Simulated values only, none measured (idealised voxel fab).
process module | voxel gate over fins
cross-section cut | 180 nm wide | cells 5 nm
A cross-section is a grid of square cells, given in bands from the top down. A band is one or more rows of cells.
Each band's line starts with the height of the band's top and of its bottom, in nm. Then come its materials from left to right, each with its width in nm. One material with "throughout" fills the band from edge to edge. "air" is empty space.
Height 0 is the level under which the wafer as received is all one material. The lowest band goes on downwards, as in "0 down".
A width such as "30 to 40" changes by the same amount from each row of cells to the next, from the band's top row to its bottom row.
"no change" after a step means that no cell of the cross-section changed.
closed voids: empty space of 8 cells or more with no open way to the top, each as width x height at its distance from the left edge, in nm
after a step's settings: what the simulator itself notes on the step
overlay nm, on a step with a mask: how far to the right of its planned place the mask lay; to the left if negative
plan
1 op RECEIVE | material Si
2 op CONFORMAL_DEP | material SiN | thk nm 5
3 op PATTERN | tone cover | mask id FINS | material resist | width nm 15 | pitch nm 35 | thk nm 15 | overlay nm -15
4 op DIRECTIONAL_ETCH | etch materials SiN | depth nm 5
5 op DIRECTIONAL_ETCH | etch materials Si | depth nm 35
6 op STRIP | etch materials resist
7 op FILL_DEP | material SiO2 | thk nm 5
8 op CMP | height nm 5
9 op SELECTIVE_ETCH | etch materials SiO2 | depth nm 15
10 op STRIP | etch materials SiN
11 op CONFORMAL_DEP | material HfO2 | thk nm 5
12 op CONFORMAL_DEP | material TiN | thk nm 5
13 op FILL_DEP | material W | thk nm 10
14 op CMP | height nm 15
15 op CONFORMAL_DEP | material SiN | thk nm 5
varied across the wafers: overlay nm of step 3. The plan shows the first wafer's value. All wafers start alike
first wafer as received, after step 1
  0 down: Si throughout
  closed voids: none
each wafer at the end: cells of each material gained (+) or lost (-) since it was received, then its closed voids
overlay nm -15 | +48 HfO2 | -189 Si | +36 SiN | +135 SiO2 | +48 TiN | +66 W | closed voids: none
overlay nm -10 | +48 HfO2 | -189 Si | +36 SiN | +135 SiO2 | +48 TiN | +66 W | closed voids: none
overlay nm -5 | +48 HfO2 | -189 Si | +36 SiN | +135 SiO2 | +48 TiN | +66 W | closed voids: none
overlay nm 0 | +48 HfO2 | -189 Si | +36 SiN | +135 SiO2 | +48 TiN | +66 W | closed voids: none
overlay nm 5 | +48 HfO2 | -189 Si | +36 SiN | +135 SiO2 | +48 TiN | +66 W | closed voids: none
overlay nm 10 | +48 HfO2 | -189 Si | +36 SiN | +135 SiO2 | +48 TiN | +66 W | closed voids: none
overlay nm 15 | +48 HfO2 | -189 Si | +36 SiN | +135 SiO2 | +48 TiN | +66 W | closed voids: none
